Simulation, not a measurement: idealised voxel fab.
This is a process module. Its name is voxel wiring stack.
Cross-section cut: width 255 nm, square cells of 5 nm.
Notation: cross-section as square-cell grid; stated in bands, top first, going down; one or more cell rows per band.
Band entry format. Leading values: height of top, height of bottom, nm. Remainder: materials in left-to-right order, each with its width in nm. Special words: "all across" on a single material, which then fills the band edge to edge; "blank", empty space.
Basically, 0 is our baseline, since under it the wafer straight out of the box is all one material. The bottom band has no lower end and keeps on going down, so it looks like "z 0 and below".
Read "30..40" as a graded width: first number on top, second number at the bottom, same change between each pair of neighbouring rows.
Take "changes: none" at face value: in the step it is given for, the cross-section changed in none of its cells.
Entry "Closed void inventory". Content: empty spaces with no open connection to the top, size 8 cells or greater. Each: width x height at distance. Distance: from left edge. Unit: nm.
Read whatever lies past the settings on a step's line as the simulator's own remark about the step.
What "overlay nm" on a step's line means: if the step has a mask, that mask lay this far to the right of its planned place, or, when the value is negative, to the left.
**Planned step list for the process**
- 1: RECEIVE with material Si
- 2: CONFORMAL_DEP with material SiO2, thk nm 15
- 3: DIRECTIONAL_DEP with material TiN, thk nm 5
- 4: DIRECTIONAL_DEP with material W, thk nm 15
- 5: DIRECTIONAL_DEP with material aC, thk nm 10
- 6: PATTERN with tone cover, mask id METAL_1, material resist, width nm 30, pitch nm 50, thk nm 25, overlay nm 0
- 7: DIRECTIONAL_ETCH with etch materials aC, depth nm 10
- 8: STRIP with etch materials resist
- 9: DIRECTIONAL_ETCH with etch materials W, depth nm 15
- 10: DIRECTIONAL_ETCH with etch materials TiN, depth nm 5
- 11: STRIP with etch materials aC
- 12: FILL_DEP with material SiO2, thk nm 10
- 13: CMP with height nm 35
- 14: CONFORMAL_DEP with material SiCN, thk nm 5
- 15: DIRECTIONAL_DEP with material lowk, thk nm 10
- 16: PATTERN with tone open, mask id PLUG_1, material resist, width nm 15, pitch nm 50, thk nm 20, overlay nm 0
- 17: DIRECTIONAL_ETCH with etch materials lowk, depth nm 10
- 18: DIRECTIONAL_ETCH with etch materials SiCN, depth nm 5
- 19: STRIP with etch materials resist
- 20: CONFORMAL_DEP with material TiN, thk nm 5
- 21: FILL_DEP with material Ru, thk nm 5
- 22: CMP with height nm 50
- 23: DIRECTIONAL_DEP with material TiN, thk nm 5
- 24: DIRECTIONAL_DEP with material Ru, thk nm 15
- 25: DIRECTIONAL_DEP with material aC, thk nm 10
- 26: PATTERN with tone cover, mask id METAL_2, material resist, width nm 30, pitch nm 50, thk nm 25, overlay nm 0
- 27: DIRECTIONAL_ETCH with etch materials aC, depth nm 10
- 28: STRIP with etch materials resist
- 29: DIRECTIONAL_ETCH with etch materials Ru, depth nm 15
- 30: DIRECTIONAL_ETCH with etch materials TiN, depth nm 5
- 31: STRIP with etch materials aC
- 32: CONFORMAL_DEP with material SiCN, thk nm 5
- 33: FILL_DEP with material lowk, thk nm 10
- 34: CMP with height nm 70
- 35: CONFORMAL_DEP with material SiCN, thk nm 5
**Run as planned: first of two wafers**
**Delivered wafer in cross-section: state after step 1**
- z 0 and below  Si all across
- Closed void inventory: none
**So this is the wafer cross-section right after step 2**
- z 15 to 0  SiO2 all across
- Heights below 0 show no change.
**So this is the wafer cross-section right after step 3**
- z 20 to 15  TiN all across
- Heights below 15 show no change.
**So this is the wafer cross-section right after step 4**
- z 35 to 20  W all across
- Heights below 20 show no change.
**So this is the wafer cross-section right after step 5**
- z 45 to 35  aC all across
- Heights below 35 show no change.
**So this is the wafer cross-section right after step 6**
- z 70 to 45  blank 35 nm | resist 30 nm | blank 20 nm | resist 30 nm | blank 20 nm | resist 30 nm | blank 20 nm | resist 30 nm | blank 40 nm
- Heights below 45 show no change.
**So this is the wafer cross-section right after step 7**
- z 60 to 45  blank 35 nm | resist 30 nm | blank 20 nm | resist 30 nm | blank 20 nm | resist 30 nm | blank 20 nm | resist 30 nm | blank 40 nm
- z 45 to 35  blank 35 nm | aC 30 nm | blank 20 nm | aC 30 nm | blank 20 nm | aC 30 nm | blank 20 nm | aC 30 nm | blank 40 nm
- Heights below 35 show no change.
**So this is the wafer cross-section right after step 8**
- z 45 to 35  blank 35 nm | aC 30 nm | blank 20 nm | aC 30 nm | blank 20 nm | aC 30 nm | blank 20 nm | aC 30 nm | blank 40 nm
- Heights below 35 show no change.
**So this is the wafer cross-section right after step 9**
- z 45 to 35  blank 35 nm | aC 30 nm | blank 20 nm | aC 30 nm | blank 20 nm | aC 30 nm | blank 20 nm | aC 30 nm | blank 40 nm
- z 35 to 20  blank 35 nm | W 30 nm | blank 20 nm | W 30 nm | blank 20 nm | W 30 nm | blank 20 nm | W 30 nm | blank 40 nm
- Heights below 20 show no change.
**So this is the wafer cross-section right after step 10**
- z 45 to 35  blank 35 nm | aC 30 nm | blank 20 nm | aC 30 nm | blank 20 nm | aC 30 nm | blank 20 nm | aC 30 nm | blank 40 nm
- z 35 to 20  blank 35 nm | W 30 nm | blank 20 nm | W 30 nm | blank 20 nm | W 30 nm | blank 20 nm | W 30 nm | blank 40 nm
- z 20 to 15  blank 35 nm | TiN 30 nm | blank 20 nm | TiN 30 nm | blank 20 nm | TiN 30 nm | blank 20 nm | TiN 30 nm | blank 40 nm
- Heights below 15 show no change.
**So this is the wafer cross-section right after step 11**
- z 35 to 20  blank 35 nm | W 30 nm | blank 20 nm | W 30 nm | blank 20 nm | W 30 nm | blank 20 nm | W 30 nm | blank 40 nm
- Heights below 20 show no change.
**So this is the wafer cross-section right after step 12**
- z 45 to 35  SiO2 all across
- z 35 to 20  SiO2 35 nm | W 30 nm | SiO2 20 nm | W 30 nm | SiO2 20 nm | W 30 nm | SiO2 20 nm | W 30 nm | SiO2 40 nm
- z 20 to 15  SiO2 35 nm | TiN 30 nm | SiO2 20 nm | TiN 30 nm | SiO2 20 nm | TiN 30 nm | SiO2 20 nm | TiN 30 nm | SiO2 40 nm
- Heights below 15 show no change.
**So this is the wafer cross-section right after step 13**
- z 35 to 20  SiO2 35 nm | W 30 nm | SiO2 20 nm | W 30 nm | SiO2 20 nm | W 30 nm | SiO2 20 nm | W 30 nm | SiO2 40 nm
- Heights below 20 show no change.
**So this is the wafer cross-section right after step 14**
- z 40 to 35  SiCN all across
- Heights below 35 show no change.
**So this is the wafer cross-section right after step 15**
- z 50 to 40  lowk all across
- Heights below 40 show no change.
**So this is the wafer cross-section right after step 16**
- z 70 to 50  resist 35 nm | blank 15 nm | resist 35 nm | blank 15 nm | resist 35 nm | blank 15 nm | resist 35 nm | blank 15 nm | resist 55 nm
- Heights below 50 show no change.
**So this is the wafer cross-section right after step 17**
- z 70 to 50  resist 35 nm | blank 15 nm | resist 35 nm | blank 15 nm | resist 35 nm | blank 15 nm | resist 35 nm | blank 15 nm | resist 55 nm
- z 50 to 40  lowk 35 nm | blank 15 nm | lowk 35 nm | blank 15 nm | lowk 35 nm | blank 15 nm | lowk 35 nm | blank 15 nm | lowk 55 nm
- Heights below 40 show no change.
**So this is the wafer cross-section right after step 18**
- z 70 to 50  resist 35 nm | blank 15 nm | resist 35 nm | blank 15 nm | resist 35 nm | blank 15 nm | resist 35 nm | blank 15 nm | resist 55 nm
- z 50 to 40  lowk 35 nm | blank 15 nm | lowk 35 nm | blank 15 nm | lowk 35 nm | blank 15 nm | lowk 35 nm | blank 15 nm | lowk 55 nm
- z 40 to 35  SiCN 35 nm | blank 15 nm | SiCN 35 nm | blank 15 nm | SiCN 35 nm | blank 15 nm | SiCN 35 nm | blank 15 nm | SiCN 55 nm
- Heights below 35 show no change.
**So this is the wafer cross-section right after step 19**
- z 50 to 40  lowk 35 nm | blank 15 nm | lowk 35 nm | blank 15 nm | lowk 35 nm | blank 15 nm | lowk 35 nm | blank 15 nm | lowk 55 nm
- Heights below 40 show no change.
**So this is the wafer cross-section right after step 20**
- z 55 to 50  TiN 40 nm | blank 5 nm | TiN 45 nm | blank 5 nm | TiN 45 nm | blank 5 nm | TiN 45 nm | blank 5 nm | TiN 60 nm
- z 50 to 40  lowk 35 nm | TiN 5 nm | blank 5 nm | TiN 5 nm | lowk 35 nm | TiN 5 nm | blank 5 nm | TiN 5 nm | lowk 35 nm | TiN 5 nm | blank 5 nm | TiN 5 nm | lowk 35 nm | TiN 5 nm | blank 5 nm | TiN 5 nm | lowk 55 nm
- z 40 to 35  SiCN 35 nm | TiN 15 nm | SiCN 35 nm | TiN 15 nm | SiCN 35 nm | TiN 15 nm | SiCN 35 nm | TiN 15 nm | SiCN 55 nm
- Heights below 35 show no change.
**So this is the wafer cross-section right after step 21**
- z 60 to 55  Ru all across
- z 55 to 50  TiN 40 nm | Ru 5 nm | TiN 45 nm | Ru 5 nm | TiN 45 nm | Ru 5 nm | TiN 45 nm | Ru 5 nm | TiN 60 nm
- z 50 to 40  lowk 35 nm | TiN 5 nm | Ru 5 nm | TiN 5 nm | lowk 35 nm | TiN 5 nm | Ru 5 nm | TiN 5 nm | lowk 35 nm | TiN 5 nm | Ru 5 nm | TiN 5 nm | lowk 35 nm | TiN 5 nm | Ru 5 nm | TiN 5 nm | lowk 55 nm
- Heights below 40 show no change.
**So this is the wafer cross-section right after step 22**
- z 50 to 40  lowk 35 nm | TiN 5 nm | Ru 5 nm | TiN 5 nm | lowk 35 nm | TiN 5 nm | Ru 5 nm | TiN 5 nm | lowk 35 nm | TiN 5 nm | Ru 5 nm | TiN 5 nm | lowk 35 nm | TiN 5 nm | Ru 5 nm | TiN 5 nm | lowk 55 nm
- Heights below 40 show no change.
**So this is the wafer cross-section right after step 23**
- z 55 to 50  TiN all across
- Heights below 50 show no change.
**So this is the wafer cross-section right after step 24**
- z 70 to 55  Ru all across
- Heights below 55 show no change.
**So this is the wafer cross-section right after step 25**
- z 80 to 70  aC all across
- Heights below 70 show no change.
**So this is the wafer cross-section right after step 26**
- z 105 to 80  blank 35 nm | resist 30 nm | blank 20 nm | resist 30 nm | blank 20 nm | resist 30 nm | blank 20 nm | resist 30 nm | blank 40 nm
- Heights below 80 show no change.
**So this is the wafer cross-section right after step 27**
- z 95 to 80  blank 35 nm | resist 30 nm | blank 20 nm | resist 30 nm | blank 20 nm | resist 30 nm | blank 20 nm | resist 30 nm | blank 40 nm
- z 80 to 70  blank 35 nm | aC 30 nm | blank 20 nm | aC 30 nm | blank 20 nm | aC 30 nm | blank 20 nm | aC 30 nm | blank 40 nm
- Heights below 70 show no change.
**So this is the wafer cross-section right after step 28**
- z 80 to 70  blank 35 nm | aC 30 nm | blank 20 nm | aC 30 nm | blank 20 nm | aC 30 nm | blank 20 nm | aC 30 nm | blank 40 nm
- Heights below 70 show no change.
**So this is the wafer cross-section right after step 29**
- z 80 to 70  blank 35 nm | aC 30 nm | blank 20 nm | aC 30 nm | blank 20 nm | aC 30 nm | blank 20 nm | aC 30 nm | blank 40 nm
- z 70 to 55  blank 35 nm | Ru 30 nm | blank 20 nm | Ru 30 nm | blank 20 nm | Ru 30 nm | blank 20 nm | Ru 30 nm | blank 40 nm
- Heights below 55 show no change.
**So this is the wafer cross-section right after step 30**
- z 80 to 70  blank 35 nm | aC 30 nm | blank 20 nm | aC 30 nm | blank 20 nm | aC 30 nm | blank 20 nm | aC 30 nm | blank 40 nm
- z 70 to 55  blank 35 nm | Ru 30 nm | blank 20 nm | Ru 30 nm | blank 20 nm | Ru 30 nm | blank 20 nm | Ru 30 nm | blank 40 nm
- z 55 to 50  blank 35 nm | TiN 30 nm | blank 20 nm | TiN 30 nm | blank 20 nm | TiN 30 nm | blank 20 nm | TiN 30 nm | blank 40 nm
- Heights below 50 show no change.
**So this is the wafer cross-section right after step 31**
- z 70 to 55  blank 35 nm | Ru 30 nm | blank 20 nm | Ru 30 nm | blank 20 nm | Ru 30 nm | blank 20 nm | Ru 30 nm | blank 40 nm
- Heights below 55 show no change.
**So this is the wafer cross-section right after step 32**
- z 75 to 70  blank 30 nm | SiCN 40 nm | blank 10 nm | SiCN 40 nm | blank 10 nm | SiCN 40 nm | blank 10 nm | SiCN 40 nm | blank 35 nm
- z 70 to 55  blank 30 nm | SiCN 5 nm | Ru 30 nm | SiCN 5 nm | blank 10 nm | SiCN 5 nm | Ru 30 nm | SiCN 5 nm | blank 10 nm | SiCN 5 nm | Ru 30 nm | SiCN 5 nm | blank 10 nm | SiCN 5 nm | Ru 30 nm | SiCN 5 nm | blank 35 nm
- z 55 to 50  SiCN 35 nm | TiN 30 nm | SiCN 20 nm | TiN 30 nm | SiCN 20 nm | TiN 30 nm | SiCN 20 nm | TiN 30 nm | SiCN 40 nm
- Heights below 50 show no change.
**So this is the wafer cross-section right after step 33**
- z 85 to 75  lowk all across
- z 75 to 70  lowk 30 nm | SiCN 40 nm | lowk 10 nm | SiCN 40 nm | lowk 10 nm | SiCN 40 nm | lowk 10 nm | SiCN 40 nm | lowk 35 nm
- z 70 to 55  lowk 30 nm | SiCN 5 nm | Ru 30 nm | SiCN 5 nm | lowk 10 nm | SiCN 5 nm | Ru 30 nm | SiCN 5 nm | lowk 10 nm | SiCN 5 nm | Ru 30 nm | SiCN 5 nm | lowk 10 nm | SiCN 5 nm | Ru 30 nm | SiCN 5 nm | lowk 35 nm
- Heights below 55 show no change.
**So this is the wafer cross-section right after step 34**
- z 70 to 55  lowk 30 nm | SiCN 5 nm | Ru 30 nm | SiCN 5 nm | lowk 10 nm | SiCN 5 nm | Ru 30 nm | SiCN 5 nm | lowk 10 nm | SiCN 5 nm | Ru 30 nm | SiCN 5 nm | lowk 10 nm | SiCN 5 nm | Ru 30 nm | SiCN 5 nm | lowk 35 nm
- Heights below 55 show no change.
**So this is the wafer cross-section right after step 35**
- z 75 to 70  SiCN all across
- Heights below 70 show no change.
**The second wafer was prepared from the same starting point and under the same plan as the first; its processing contained one mistake, and it remains indistinguishable from the first wafer up to and including step 1**
**when step 2 should have ended**
- z 5 to 0  TiN all across
- Heights below 0 show no change.
**when step 3 should have ended**
- z 20 to 5  SiO2 all across
- Heights below 5 show no change.
**when step 4 should have ended**
- z 35 to 20  W all across
- Heights below 20 show no change.
**when step 5 should have ended**
- z 45 to 35  aC all across
- Heights below 35 show no change.
**when step 6 should have ended**
- z 70 to 45  blank 35 nm | resist 30 nm | blank 20 nm | resist 30 nm | blank 20 nm | resist 30 nm | blank 20 nm | resist 30 nm | blank 40 nm
- Heights below 45 show no change.
**when step 7 should have ended**
- z 60 to 45  blank 35 nm | resist 30 nm | blank 20 nm | resist 30 nm | blank 20 nm | resist 30 nm | blank 20 nm | resist 30 nm | blank 40 nm
- z 45 to 35  blank 35 nm | aC 30 nm | blank 20 nm | aC 30 nm | blank 20 nm | aC 30 nm | blank 20 nm | aC 30 nm | blank 40 nm
- Heights below 35 show no change.
**when step 8 should have ended**
- z 45 to 35  blank 35 nm | aC 30 nm | blank 20 nm | aC 30 nm | blank 20 nm | aC 30 nm | blank 20 nm | aC 30 nm | blank 40 nm
- Heights below 35 show no change.
**when step 9 should have ended**
- z 45 to 35  blank 35 nm | aC 30 nm | blank 20 nm | aC 30 nm | blank 20 nm | aC 30 nm | blank 20 nm | aC 30 nm | blank 40 nm
- z 35 to 20  blank 35 nm | W 30 nm | blank 20 nm | W 30 nm | blank 20 nm | W 30 nm | blank 20 nm | W 30 nm | blank 40 nm
- Heights below 20 show no change.
when step 10 should have ended: changes: none
**when step 11 should have ended**
- z 35 to 20  blank 35 nm | W 30 nm | blank 20 nm | W 30 nm | blank 20 nm | W 30 nm | blank 20 nm | W 30 nm | blank 40 nm
- Heights below 20 show no change.
**when step 12 should have ended**
- z 45 to 35  SiO2 all across
- z 35 to 20  SiO2 35 nm | W 30 nm | SiO2 20 nm | W 30 nm | SiO2 20 nm | W 30 nm | SiO2 20 nm | W 30 nm | SiO2 40 nm
- Heights below 20 show no change.
**when step 13 should have ended**
- z 35 to 20  SiO2 35 nm | W 30 nm | SiO2 20 nm | W 30 nm | SiO2 20 nm | W 30 nm | SiO2 20 nm | W 30 nm | SiO2 40 nm
- Heights below 20 show no change.
**when step 14 should have ended**
- z 40 to 35  SiCN all across
- Heights below 35 show no change.
**when step 15 should have ended**
- z 50 to 40  lowk all across
- Heights below 40 show no change.
**when step 16 should have ended**
- z 70 to 50  resist 35 nm | blank 15 nm | resist 35 nm | blank 15 nm | resist 35 nm | blank 15 nm | resist 35 nm | blank 15 nm | resist 55 nm
- Heights below 50 show no change.
**when step 17 should have ended**
- z 70 to 50  resist 35 nm | blank 15 nm | resist 35 nm | blank 15 nm | resist 35 nm | blank 15 nm | resist 35 nm | blank 15 nm | resist 55 nm
- z 50 to 40  lowk 35 nm | blank 15 nm | lowk 35 nm | blank 15 nm | lowk 35 nm | blank 15 nm | lowk 35 nm | blank 15 nm | lowk 55 nm
- Heights below 40 show no change.
**when step 18 should have ended**
- z 70 to 50  resist 35 nm | blank 15 nm | resist 35 nm | blank 15 nm | resist 35 nm | blank 15 nm | resist 35 nm | blank 15 nm | resist 55 nm
- z 50 to 40  lowk 35 nm | blank 15 nm | lowk 35 nm | blank 15 nm | lowk 35 nm | blank 15 nm | lowk 35 nm | blank 15 nm | lowk 55 nm
- z 40 to 35  SiCN 35 nm | blank 15 nm | SiCN 35 nm | blank 15 nm | SiCN 35 nm | blank 15 nm | SiCN 35 nm | blank 15 nm | SiCN 55 nm
- Heights below 35 show no change.
**when step 19 should have ended**
- z 50 to 40  lowk 35 nm | blank 15 nm | lowk 35 nm | blank 15 nm | lowk 35 nm | blank 15 nm | lowk 35 nm | blank 15 nm | lowk 55 nm
- Heights below 40 show no change.
**when step 20 should have ended**
- z 55 to 50  TiN 40 nm | blank 5 nm | TiN 45 nm | blank 5 nm | TiN 45 nm | blank 5 nm | TiN 45 nm | blank 5 nm | TiN 60 nm
- z 50 to 40  lowk 35 nm | TiN 5 nm | blank 5 nm | TiN 5 nm | lowk 35 nm | TiN 5 nm | blank 5 nm | TiN 5 nm | lowk 35 nm | TiN 5 nm | blank 5 nm | TiN 5 nm | lowk 35 nm | TiN 5 nm | blank 5 nm | TiN 5 nm | lowk 55 nm
- z 40 to 35  SiCN 35 nm | TiN 15 nm | SiCN 35 nm | TiN 15 nm | SiCN 35 nm | TiN 15 nm | SiCN 35 nm | TiN 15 nm | SiCN 55 nm
- Heights below 35 show no change.
**when step 21 should have ended**
- z 60 to 55  Ru all across
- z 55 to 50  TiN 40 nm | Ru 5 nm | TiN 45 nm | Ru 5 nm | TiN 45 nm | Ru 5 nm | TiN 45 nm | Ru 5 nm | TiN 60 nm
- z 50 to 40  lowk 35 nm | TiN 5 nm | Ru 5 nm | TiN 5 nm | lowk 35 nm | TiN 5 nm | Ru 5 nm | TiN 5 nm | lowk 35 nm | TiN 5 nm | Ru 5 nm | TiN 5 nm | lowk 35 nm | TiN 5 nm | Ru 5 nm | TiN 5 nm | lowk 55 nm
- Heights below 40 show no change.
**when step 22 should have ended**
- z 50 to 40  lowk 35 nm | TiN 5 nm | Ru 5 nm | TiN 5 nm | lowk 35 nm | TiN 5 nm | Ru 5 nm | TiN 5 nm | lowk 35 nm | TiN 5 nm | Ru 5 nm | TiN 5 nm | lowk 35 nm | TiN 5 nm | Ru 5 nm | TiN 5 nm | lowk 55 nm
- Heights below 40 show no change.
**when step 23 should have ended**
- z 55 to 50  TiN all across
- Heights below 50 show no change.
**when step 24 should have ended**
- z 70 to 55  Ru all across
- Heights below 55 show no change.
**when step 25 should have ended**
- z 80 to 70  aC all across
- Heights below 70 show no change.
**when step 26 should have ended**
- z 105 to 80  blank 35 nm | resist 30 nm | blank 20 nm | resist 30 nm | blank 20 nm | resist 30 nm | blank 20 nm | resist 30 nm | blank 40 nm
- Heights below 80 show no change.
**when step 27 should have ended**
- z 95 to 80  blank 35 nm | resist 30 nm | blank 20 nm | resist 30 nm | blank 20 nm | resist 30 nm | blank 20 nm | resist 30 nm | blank 40 nm
- z 80 to 70  blank 35 nm | aC 30 nm | blank 20 nm | aC 30 nm | blank 20 nm | aC 30 nm | blank 20 nm | aC 30 nm | blank 40 nm
- Heights below 70 show no change.
**when step 28 should have ended**
- z 80 to 70  blank 35 nm | aC 30 nm | blank 20 nm | aC 30 nm | blank 20 nm | aC 30 nm | blank 20 nm | aC 30 nm | blank 40 nm
- Heights below 70 show no change.
**when step 29 should have ended**
- z 80 to 70  blank 35 nm | aC 30 nm | blank 20 nm | aC 30 nm | blank 20 nm | aC 30 nm | blank 20 nm | aC 30 nm | blank 40 nm
- z 70 to 55  blank 35 nm | Ru 30 nm | blank 20 nm | Ru 30 nm | blank 20 nm | Ru 30 nm | blank 20 nm | Ru 30 nm | blank 40 nm
- Heights below 55 show no change.
**when step 30 should have ended**
- z 80 to 70  blank 35 nm | aC 30 nm | blank 20 nm | aC 30 nm | blank 20 nm | aC 30 nm | blank 20 nm | aC 30 nm | blank 40 nm
- z 70 to 55  blank 35 nm | Ru 30 nm | blank 20 nm | Ru 30 nm | blank 20 nm | Ru 30 nm | blank 20 nm | Ru 30 nm | blank 40 nm
- z 55 to 50  blank 35 nm | TiN 30 nm | blank 20 nm | TiN 30 nm | blank 20 nm | TiN 30 nm | blank 20 nm | TiN 30 nm | blank 40 nm
- Heights below 50 show no change.
**when step 31 should have ended**
- z 70 to 55  blank 35 nm | Ru 30 nm | blank 20 nm | Ru 30 nm | blank 20 nm | Ru 30 nm | blank 20 nm | Ru 30 nm | blank 40 nm
- Heights below 55 show no change.
**when step 32 should have ended**
- z 75 to 70  blank 30 nm | SiCN 40 nm | blank 10 nm | SiCN 40 nm | blank 10 nm | SiCN 40 nm | blank 10 nm | SiCN 40 nm | blank 35 nm
- z 70 to 55  blank 30 nm | SiCN 5 nm | Ru 30 nm | SiCN 5 nm | blank 10 nm | SiCN 5 nm | Ru 30 nm | SiCN 5 nm | blank 10 nm | SiCN 5 nm | Ru 30 nm | SiCN 5 nm | blank 10 nm | SiCN 5 nm | Ru 30 nm | SiCN 5 nm | blank 35 nm
- z 55 to 50  SiCN 35 nm | TiN 30 nm | SiCN 20 nm | TiN 30 nm | SiCN 20 nm | TiN 30 nm | SiCN 20 nm | TiN 30 nm | SiCN 40 nm
- Heights below 50 show no change.
**when step 33 should have ended**
- z 85 to 75  lowk all across
- z 75 to 70  lowk 30 nm | SiCN 40 nm | lowk 10 nm | SiCN 40 nm | lowk 10 nm | SiCN 40 nm | lowk 10 nm | SiCN 40 nm | lowk 35 nm
- z 70 to 55  lowk 30 nm | SiCN 5 nm | Ru 30 nm | SiCN 5 nm | lowk 10 nm | SiCN 5 nm | Ru 30 nm | SiCN 5 nm | lowk 10 nm | SiCN 5 nm | Ru 30 nm | SiCN 5 nm | lowk 10 nm | SiCN 5 nm | Ru 30 nm | SiCN 5 nm | lowk 35 nm
- Heights below 55 show no change.
**when step 34 should have ended**
- z 70 to 55  lowk 30 nm | SiCN 5 nm | Ru 30 nm | SiCN 5 nm | lowk 10 nm | SiCN 5 nm | Ru 30 nm | SiCN 5 nm | lowk 10 nm | SiCN 5 nm | Ru 30 nm | SiCN 5 nm | lowk 10 nm | SiCN 5 nm | Ru 30 nm | SiCN 5 nm | lowk 35 nm
- Heights below 55 show no change.
**when step 35 should have ended**
- z 75 to 70  SiCN all across
- Heights below 70 show no change.
Against the plan, the run slipped here: sequence error: steps 2 and 3 interchanged
Wrapping up, a cell-based count of both wafers puts the second over or under the first for these materials: 27 fewer of SiO2 | 27 more of TiN
